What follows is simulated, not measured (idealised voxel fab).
Process module name: voxel capacitor over wiring
Cross-sectional view cut (width: 265 nm; square cell size: 5 nm).
If you're reading a cross-section in this doc, picture square cells in a grid; it comes to you as bands, top ones listed first down to the bottom, and a band can be one or more rows of cells. Top height, bottom height, nm. Materials left to right, width each, nm. Single material + "throughout" = fills band edge to edge. "blank" = empty. Measure heights from 0. That's the level where, below it, the as-received wafer is all one material. The lowest band is bottomless and extends downward; write it as in "0..down". The expression "30 to 40" gives the width at the extremes of the band, the first number at its top row of cells and the second at its bottom row, with the width changing by equal amounts from each row to the next in between. Basically "stayed the same" means that step didn't change any cell in the cross-section. "Unvented voids": sealed empty spaces, 8 cells or more, no open way to top, listed width x height at distance, with distance from the left edge and width, height and distance in nm. Post-settings text on a step line: simulator's own remark regarding the step. When a step includes a mask, the "overlay nm" setting on its line states how far to the right of its planned place that mask lay, and negative values state how far to the left.

Plan
1 RECEIVE | material Si
2 CONFORMAL_DEP | material SiO2 | thk nm 10
3 CONFORMAL_DEP | material SiN | thk nm 5
4 DIRECTIONAL_DEP | material lowk | thk nm 15
5 DIRECTIONAL_DEP | material aC | thk nm 10
6 PATTERN | tone open | mask id METAL_1 | material resist | width nm 30 | pitch nm 100 | thk nm 25 | overlay nm 0
7 DIRECTIONAL_ETCH | etch materials aC | depth nm 10
8 STRIP | etch materials resist
9 DIRECTIONAL_ETCH | etch materials lowk | depth nm 15
10 DIRECTIONAL_ETCH | etch materials SiN | depth nm 5
11 STRIP | etch materials aC
12 CONFORMAL_DEP | material TiN | thk nm 5
13 FILL_DEP | material Cu | thk nm 10
14 CMP | height nm 30
15 EPI | material Ru | thk nm 5
16 FILL_DEP | material SiCN | thk nm 5
17 DIRECTIONAL_DEP | material lowk | thk nm 20
18 MASKED_ETCH | tone open | mask id PLUG_1 | width nm 15 | etch materials lowk | depth nm 20 | overlay nm 0
19 MASKED_ETCH | tone open | mask id PLUG_1 | width nm 15 | etch materials SiCN | depth nm 5 | overlay nm 0
20 EPI | material Ru | thk nm 10
21 EPI | material Ru | thk nm 10
22 EPI | material Ru | thk nm 5
23 DIRECTIONAL_DEP | material TiN | thk nm 10
24 DIRECTIONAL_DEP | material Al2O3 | thk nm 5
25 DIRECTIONAL_DEP | material TiN | thk nm 5
26 PATTERN | tone cover | mask id UPPER_PLATE | material resist | width nm 75 | thk nm 15 | overlay nm 0
27 DIRECTIONAL_ETCH | etch materials TiN | depth nm 5
28 DIRECTIONAL_ETCH | etch materials Al2O3 | depth nm 5
29 STRIP | etch materials resist
30 MASKED_ETCH | tone cover | mask id LOWER_PLATE | width nm 85 | etch materials TiN | depth nm 10 | overlay nm 0
31 FILL_DEP | material SiO2 | thk nm 15
32 CMP | height nm 90
33 DIRECTIONAL_DEP | material aC | thk nm 15
34 PATTERN | tone open | mask id PLUG_2 | material resist | width nm 15 | thk nm 35 | overlay nm 0
35 DIRECTIONAL_ETCH | etch materials aC | depth nm 15
36 STRIP | etch materials resist
37 DIRECTIONAL_ETCH | etch materials SiO2 | depth nm 10
38 STRIP | etch materials aC
39 CONFORMAL_DEP | material TiN | thk nm 5
40 FILL_DEP | material Ru | thk nm 10
41 CMP | height nm 90
42 CONFORMAL_DEP | material SiCN | thk nm 5

The following pertains to the first of two wafers, which was processed as planned

The cross-section here shows the wafer as received, i.e. in its state after step 1
* 0..down  Si throughout
* Unvented voids: none

The wafer in cross-section once step 2 is complete
* 10..0  SiO2 throughout
* Unchanged below 0.

The wafer in cross-section once step 3 is complete
* 15..10  SiN throughout
* Unchanged below 10.

The wafer in cross-section once step 4 is complete
* 30..15  lowk throughout
* Unchanged below 15.

The wafer in cross-section once step 5 is complete
* 40..30  aC throughout
* Unchanged below 30.

The wafer in cross-section once step 6 is complete
* 65..40  resist 65 nm, blank 30 nm, resist 70 nm, blank 30 nm, resist 70 nm
* Unchanged below 40.

The wafer in cross-section once step 7 is complete
* 55..40  resist 65 nm, blank 30 nm, resist 70 nm, blank 30 nm, resist 70 nm
* 40..30  aC 65 nm, blank 30 nm, aC 70 nm, blank 30 nm, aC 70 nm
* Unchanged below 30.

The wafer in cross-section once step 8 is complete
* 40..30  aC 65 nm, blank 30 nm, aC 70 nm, blank 30 nm, aC 70 nm
* Unchanged below 30.

The wafer in cross-section once step 9 is complete
* 40..30  aC 65 nm, blank 30 nm, aC 70 nm, blank 30 nm, aC 70 nm
* 30..15  lowk 65 nm, blank 30 nm, lowk 70 nm, blank 30 nm, lowk 70 nm
* Unchanged below 15.

The wafer in cross-section once step 10 is complete
* 40..30  aC 65 nm, blank 30 nm, aC 70 nm, blank 30 nm, aC 70 nm
* 30..15  lowk 65 nm, blank 30 nm, lowk 70 nm, blank 30 nm, lowk 70 nm
* 15..10  SiN 65 nm, blank 30 nm, SiN 70 nm, blank 30 nm, SiN 70 nm
* Unchanged below 10.

The wafer in cross-section once step 11 is complete
* 30..15  lowk 65 nm, blank 30 nm, lowk 70 nm, blank 30 nm, lowk 70 nm
* Unchanged below 15.

The wafer in cross-section once step 12 is complete
* 35..30  TiN 70 nm, blank 20 nm, TiN 80 nm, blank 20 nm, TiN 75 nm
* 30..15  lowk 65 nm, TiN 5 nm, blank 20 nm, TiN 5 nm, lowk 70 nm, TiN 5 nm, blank 20 nm, TiN 5 nm, lowk 70 nm
* 15..10  SiN 65 nm, TiN 30 nm, SiN 70 nm, TiN 30 nm, SiN 70 nm
* Unchanged below 10.

The wafer in cross-section once step 13 is complete
* 45..35  Cu throughout
* 35..30  TiN 70 nm, Cu 20 nm, TiN 80 nm, Cu 20 nm, TiN 75 nm
* 30..15  lowk 65 nm, TiN 5 nm, Cu 20 nm, TiN 5 nm, lowk 70 nm, TiN 5 nm, Cu 20 nm, TiN 5 nm, lowk 70 nm
* Unchanged below 15.

The wafer in cross-section once step 14 is complete
* 30..15  lowk 65 nm, TiN 5 nm, Cu 20 nm, TiN 5 nm, lowk 70 nm, TiN 5 nm, Cu 20 nm, TiN 5 nm, lowk 70 nm
* Unchanged below 15.

The wafer in cross-section once step 15 is complete
* 35..30  blank 60 nm, Ru 40 nm, blank 60 nm, Ru 40 nm, blank 65 nm
* Unchanged below 30.

The wafer in cross-section once step 16 is complete
* 40..35  SiCN throughout
* 35..30  SiCN 60 nm, Ru 40 nm, SiCN 60 nm, Ru 40 nm, SiCN 65 nm
* Unchanged below 30.

The wafer in cross-section once step 17 is complete
* 60..40  lowk throughout
* Unchanged below 40.

The wafer in cross-section once step 18 is complete
* 60..40  lowk 80 nm, blank 15 nm, lowk 170 nm
* Unchanged below 40.

The wafer in cross-section once step 19 is complete
* 60..40  lowk 80 nm, blank 15 nm, lowk 170 nm
* 40..35  SiCN 80 nm, blank 15 nm, SiCN 170 nm
* Unchanged below 35.

The wafer in cross-section once step 20 is complete
* 60..45  lowk 80 nm, blank 15 nm, lowk 170 nm
* 45..40  lowk 80 nm, Ru 15 nm, lowk 170 nm
* 40..35  SiCN 80 nm, Ru 15 nm, SiCN 170 nm
* Unchanged below 35.

The wafer in cross-section once step 21 is complete
* 60..55  lowk 80 nm, blank 15 nm, lowk 170 nm
* 55..40  lowk 80 nm, Ru 15 nm, lowk 170 nm
* Unchanged below 40.

The wafer in cross-section once step 22 is complete
* 60..40  lowk 80 nm, Ru 15 nm, lowk 170 nm
* Unchanged below 40.

The wafer in cross-section once step 23 is complete
* 70..60  TiN throughout
* Unchanged below 60.

The wafer in cross-section once step 24 is complete
* 75..70  Al2O3 throughout
* Unchanged below 70.

The wafer in cross-section once step 25 is complete
* 80..75  TiN throughout
* Unchanged below 75.

The wafer in cross-section once step 26 is complete
* 95..80  blank 80 nm, resist 75 nm, blank 110 nm
* Unchanged below 80.

The wafer in cross-section once step 27 is complete
* 95..80  blank 80 nm, resist 75 nm, blank 110 nm
* 80..75  blank 80 nm, TiN 75 nm, blank 110 nm
* Unchanged below 75.

The wafer in cross-section once step 28 is complete
* 95..80  blank 80 nm, resist 75 nm, blank 110 nm
* 80..75  blank 80 nm, TiN 75 nm, blank 110 nm
* 75..70  blank 80 nm, Al2O3 75 nm, blank 110 nm
* Unchanged below 70.

The wafer in cross-section once step 29 is complete
* 80..75  blank 80 nm, TiN 75 nm, blank 110 nm
* Unchanged below 75.

The wafer in cross-section once step 30 is complete
* 80..75  blank 80 nm, TiN 75 nm, blank 110 nm
* 75..70  blank 80 nm, Al2O3 75 nm, blank 110 nm
* 70..60  blank 75 nm, TiN 85 nm, blank 105 nm
* Unchanged below 60.

The wafer in cross-section once step 31 is complete
* 95..80  SiO2 throughout
* 80..75  SiO2 80 nm, TiN 75 nm, SiO2 110 nm
* 75..70  SiO2 80 nm, Al2O3 75 nm, SiO2 110 nm
* 70..60  SiO2 75 nm, TiN 85 nm, SiO2 105 nm
* Unchanged below 60.

The wafer in cross-section once step 32 is complete
* 90..80  SiO2 throughout
* Unchanged below 80.

The wafer in cross-section once step 33 is complete
* 105..90  aC throughout
* Unchanged below 90.

The wafer in cross-section once step 34 is complete
* 140..105  resist 90 nm, blank 15 nm, resist 160 nm
* Unchanged below 105.

The wafer in cross-section once step 35 is complete
* 125..105  resist 90 nm, blank 15 nm, resist 160 nm
* 105..90  aC 90 nm, blank 15 nm, aC 160 nm
* Unchanged below 90.

The wafer in cross-section once step 36 is complete
* 105..90  aC 90 nm, blank 15 nm, aC 160 nm
* Unchanged below 90.

The wafer in cross-section once step 37 is complete
* 105..90  aC 90 nm, blank 15 nm, aC 160 nm
* 90..80  SiO2 90 nm, blank 15 nm, SiO2 160 nm
* Unchanged below 80.

The wafer in cross-section once step 38 is complete
* 90..80  SiO2 90 nm, blank 15 nm, SiO2 160 nm
* Unchanged below 80.

The wafer in cross-section once step 39 is complete
* 95..90  TiN 95 nm, blank 5 nm, TiN 165 nm
* 90..85  SiO2 90 nm, TiN 5 nm, blank 5 nm, TiN 5 nm, SiO2 160 nm
* 85..75  SiO2 90 to 80 nm, TiN 15 to 75 nm, SiO2 160 to 110 nm
* Unchanged below 75.

The wafer in cross-section once step 40 is complete
* 105..95  Ru throughout
* 95..90  TiN 95 nm, Ru 5 nm, TiN 165 nm
* 90..85  SiO2 90 nm, TiN 5 nm, Ru 5 nm, TiN 5 nm, SiO2 160 nm
* Unchanged below 85.

The wafer in cross-section once step 41 is complete
* 90..85  SiO2 90 nm, TiN 5 nm, Ru 5 nm, TiN 5 nm, SiO2 160 nm
* Unchanged below 85.

The wafer in cross-section once step 42 is complete
* 95..90  SiCN throughout
* Unchanged below 90.

Wafer two: like wafer one in start and plan, but with one mistake in execution; identical up to and including step 2

Cross-sectional view of the second wafer at the intended end time of process step 3: stayed the same

Cross-sectional view of the second wafer at the intended end time of process step 4
* 25..10  lowk throughout
* Unchanged below 10.

Cross-sectional view of the second wafer at the intended end time of process step 5
* 35..25  aC throughout
* Unchanged below 25.

Cross-sectional view of the second wafer at the intended end time of process step 6
* 60..35  resist 65 nm, blank 30 nm, resist 70 nm, blank 30 nm, resist 70 nm
* Unchanged below 35.

Cross-sectional view of the second wafer at the intended end time of process step 7
* 50..35  resist 65 nm, blank 30 nm, resist 70 nm, blank 30 nm, resist 70 nm
* 35..25  aC 65 nm, blank 30 nm, aC 70 nm, blank 30 nm, aC 70 nm
* Unchanged below 25.

Cross-sectional view of the second wafer at the intended end time of process step 8
* 35..25  aC 65 nm, blank 30 nm, aC 70 nm, blank 30 nm, aC 70 nm
* Unchanged below 25.

Cross-sectional view of the second wafer at the intended end time of process step 9
* 35..25  aC 65 nm, blank 30 nm, aC 70 nm, blank 30 nm, aC 70 nm
* 25..10  lowk 65 nm, blank 30 nm, lowk 70 nm, blank 30 nm, lowk 70 nm
* Unchanged below 10.

Cross-sectional view of the second wafer at the intended end time of process step 10: stayed the same

Cross-sectional view of the second wafer at the intended end time of process step 11
* 25..10  lowk 65 nm, blank 30 nm, lowk 70 nm, blank 30 nm, lowk 70 nm
* Unchanged below 10.

Cross-sectional view of the second wafer at the intended end time of process step 12
* 30..25  TiN 70 nm, blank 20 nm, TiN 80 nm, blank 20 nm, TiN 75 nm
* 25..15  lowk 65 nm, TiN 5 nm, blank 20 nm, TiN 5 nm, lowk 70 nm, TiN 5 nm, blank 20 nm, TiN 5 nm, lowk 70 nm
* 15..10  lowk 65 nm, TiN 30 nm, lowk 70 nm, TiN 30 nm, lowk 70 nm
* Unchanged below 10.

Cross-sectional view of the second wafer at the intended end time of process step 13
* 40..30  Cu throughout
* 30..25  TiN 70 nm, Cu 20 nm, TiN 80 nm, Cu 20 nm, TiN 75 nm
* 25..15  lowk 65 nm, TiN 5 nm, Cu 20 nm, TiN 5 nm, lowk 70 nm, TiN 5 nm, Cu 20 nm, TiN 5 nm, lowk 70 nm
* Unchanged below 15.

Cross-sectional view of the second wafer at the intended end time of process step 14
* 30..25  TiN 70 nm, Cu 20 nm, TiN 80 nm, Cu 20 nm, TiN 75 nm
* Unchanged below 25.

Cross-sectional view of the second wafer at the intended end time of process step 15
* 35..30  Ru throughout
* Unchanged below 30.

Cross-sectional view of the second wafer at the intended end time of process step 16
* 40..35  SiCN throughout
* Unchanged below 35.

Cross-sectional view of the second wafer at the intended end time of process step 17
* 60..40  lowk throughout
* Unchanged below 40.

Cross-sectional view of the second wafer at the intended end time of process step 18
* 60..40  lowk 80 nm, blank 15 nm, lowk 170 nm
* Unchanged below 40.

Cross-sectional view of the second wafer at the intended end time of process step 19
* 60..40  lowk 80 nm, blank 15 nm, lowk 170 nm
* 40..35  SiCN 80 nm, blank 15 nm, SiCN 170 nm
* Unchanged below 35.

Cross-sectional view of the second wafer at the intended end time of process step 20
* 60..45  lowk 80 nm, blank 15 nm, lowk 170 nm
* 45..40  lowk 80 nm, Ru 15 nm, lowk 170 nm
* 40..35  SiCN 80 nm, Ru 15 nm, SiCN 170 nm
* Unchanged below 35.

Cross-sectional view of the second wafer at the intended end time of process step 21
* 60..55  lowk 80 nm, blank 15 nm, lowk 170 nm
* 55..40  lowk 80 nm, Ru 15 nm, lowk 170 nm
* Unchanged below 40.

Cross-sectional view of the second wafer at the intended end time of process step 22
* 60..40  lowk 80 nm, Ru 15 nm, lowk 170 nm
* Unchanged below 40.

Cross-sectional view of the second wafer at the intended end time of process step 23
* 70..60  TiN throughout
* Unchanged below 60.

Cross-sectional view of the second wafer at the intended end time of process step 24
* 75..70  Al2O3 throughout
* Unchanged below 70.

Cross-sectional view of the second wafer at the intended end time of process step 25
* 80..75  TiN throughout
* Unchanged below 75.

Cross-sectional view of the second wafer at the intended end time of process step 26
* 95..80  blank 80 nm, resist 75 nm, blank 110 nm
* Unchanged below 80.

Cross-sectional view of the second wafer at the intended end time of process step 27
* 95..80  blank 80 nm, resist 75 nm, blank 110 nm
* 80..75  blank 80 nm, TiN 75 nm, blank 110 nm
* Unchanged below 75.

Cross-sectional view of the second wafer at the intended end time of process step 28
* 95..80  blank 80 nm, resist 75 nm, blank 110 nm
* 80..75  blank 80 nm, TiN 75 nm, blank 110 nm
* 75..70  blank 80 nm, Al2O3 75 nm, blank 110 nm
* Unchanged below 70.

Cross-sectional view of the second wafer at the intended end time of process step 29
* 80..75  blank 80 nm, TiN 75 nm, blank 110 nm
* Unchanged below 75.

Cross-sectional view of the second wafer at the intended end time of process step 30
* 80..75  blank 80 nm, TiN 75 nm, blank 110 nm
* 75..70  blank 80 nm, Al2O3 75 nm, blank 110 nm
* 70..60  blank 75 nm, TiN 85 nm, blank 105 nm
* Unchanged below 60.

Cross-sectional view of the second wafer at the intended end time of process step 31
* 95..80  SiO2 throughout
* 80..75  SiO2 80 nm, TiN 75 nm, SiO2 110 nm
* 75..70  SiO2 80 nm, Al2O3 75 nm, SiO2 110 nm
* 70..60  SiO2 75 nm, TiN 85 nm, SiO2 105 nm
* Unchanged below 60.

Cross-sectional view of the second wafer at the intended end time of process step 32
* 90..80  SiO2 throughout
* Unchanged below 80.

Cross-sectional view of the second wafer at the intended end time of process step 33
* 105..90  aC throughout
* Unchanged below 90.

Cross-sectional view of the second wafer at the intended end time of process step 34
* 140..105  resist 90 nm, blank 15 nm, resist 160 nm
* Unchanged below 105.

Cross-sectional view of the second wafer at the intended end time of process step 35
* 125..105  resist 90 nm, blank 15 nm, resist 160 nm
* 105..90  aC 90 nm, blank 15 nm, aC 160 nm
* Unchanged below 90.

Cross-sectional view of the second wafer at the intended end time of process step 36
* 105..90  aC 90 nm, blank 15 nm, aC 160 nm
* Unchanged below 90.

Cross-sectional view of the second wafer at the intended end time of process step 37
* 105..90  aC 90 nm, blank 15 nm, aC 160 nm
* 90..80  SiO2 90 nm, blank 15 nm, SiO2 160 nm
* Unchanged below 80.

Cross-sectional view of the second wafer at the intended end time of process step 38
* 90..80  SiO2 90 nm, blank 15 nm, SiO2 160 nm
* Unchanged below 80.

Cross-sectional view of the second wafer at the intended end time of process step 39
* 95..90  TiN 95 nm, blank 5 nm, TiN 165 nm
* 90..85  SiO2 90 nm, TiN 5 nm, blank 5 nm, TiN 5 nm, SiO2 160 nm
* 85..75  SiO2 90 to 80 nm, TiN 15 to 75 nm, SiO2 160 to 110 nm
* Unchanged below 75.

Cross-sectional view of the second wafer at the intended end time of process step 40
* 105..95  Ru throughout
* 95..90  TiN 95 nm, Ru 5 nm, TiN 165 nm
* 90..85  SiO2 90 nm, TiN 5 nm, Ru 5 nm, TiN 5 nm, SiO2 160 nm
* Unchanged below 85.

Cross-sectional view of the second wafer at the intended end time of process step 41
* 90..85  SiO2 90 nm, TiN 5 nm, Ru 5 nm, TiN 5 nm, SiO2 160 nm
* Unchanged below 85.

Cross-sectional view of the second wafer at the intended end time of process step 42
* 95..90  SiCN throughout
* Unchanged below 90.
Against the plan, the run slipped here: the plan's step 3 was left out and never carried out
Once processing is complete, comparing cell counts shows that the second wafer has more or fewer of certain materials than the first: Ru: 37 more | SiCN: 37 fewer | SiN: 41 fewer | TiN: 41 more
